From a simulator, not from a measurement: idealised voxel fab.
Process module, titled voxel air gaps
This is section cut - it's 235 nm across, gridded in 5 nm square cells.
This document writes a cross-section as a grid whose cells are square, and gives it as bands, listed from the top down; one or more rows of cells form a band. First you get the band's top height and its bottom height, in nm, and then the materials it's made of, left to right, with each width in nm. If you see a single material with "everywhere", that one covers the band edge to edge. "empty" is empty space. Basically, 0 is our baseline, since under it the wafer straight out of the box is all one material. The bottom band has no lower end and keeps on going down, so it looks like "z 0 and below". You'd read "30 to 40" like this: the band's top row of cells is as wide as the first number, its bottom row is as wide as the second, and going down, every row changes width by the same amount as the row before did. "everything unchanged" after a step means that no cell of the cross-section changed. Entry "Enclosed void catalog". Content: empty spaces with no open connection to the top, size 8 cells or greater. Each: width x height at distance. Distance: from left edge. Unit: nm. On a step's line, text after the settings is the simulator commenting on that step. On any step carrying a mask, the "overlay nm" setting, if present on the step's line, tells how far right of its planned place the mask lay; negative values point to the left.

The process steps that were planned are listed below
1) RECEIVE, material Si
2) CONFORMAL_DEP, material SiO2, thk nm 10
3) CONFORMAL_DEP, material SiN, thk nm 5
4) DIRECTIONAL_DEP, material SiO2, thk nm 40
5) DIRECTIONAL_DEP, material aC, thk nm 15
6) PATTERN, tone open, mask id LINES, material resist, width nm 15, pitch nm 45, thk nm 30, overlay nm 0
7) DIRECTIONAL_ETCH, etch materials aC, depth nm 15
8) STRIP, etch materials resist
9) DIRECTIONAL_ETCH, etch materials SiO2, depth nm 40
10) STRIP, etch materials aC
11) CONFORMAL_DEP, material TiN, thk nm 5
12) FILL_DEP, material Ru, thk nm 10
13) CMP, height nm 55
14) EPI, material Ru, thk nm 10
15) SELECTIVE_ETCH, etch materials SiO2, depth nm 50
16) CONFORMAL_DEP, material SiN, thk nm 5

As-received state of the wafer in cross-section, equivalent to post-step 1
	z 0 and below  Si everywhere
	Enclosed void catalog: none

Starting wafer: above. Plan: above. Run: one mistake. Cross-section after the module: below
	z 70 to 65  empty 50  SiN 135  empty 50
	z 65 to 55  empty 50  SiN 5  Ru 35  SiN 10  Ru 35  SiN 10  Ru 35  SiN 5  empty 50
	z 55 to 20  empty 50  SiN 5  Ru 10  TiN 5  Ru 5  TiN 5  Ru 10  SiN 10  Ru 10  TiN 5  Ru 5  TiN 5  Ru 10  SiN 10  Ru 10  TiN 5  Ru 5  TiN 5  Ru 10  SiN 5  empty 50
	z 20 to 15  SiN 55  Ru 10  TiN 15  Ru 10  SiN 10  Ru 10  TiN 15  Ru 10  SiN 10  Ru 10  TiN 15  Ru 10  SiN 55
	z 15 to 10  SiN everywhere
	z 10 to 0  SiO2 everywhere
	z 0 and below  Si everywhere
	Enclosed void catalog: none
Deviation noted in wafer processing: order of steps 14 and 15 inverted relative to the plan
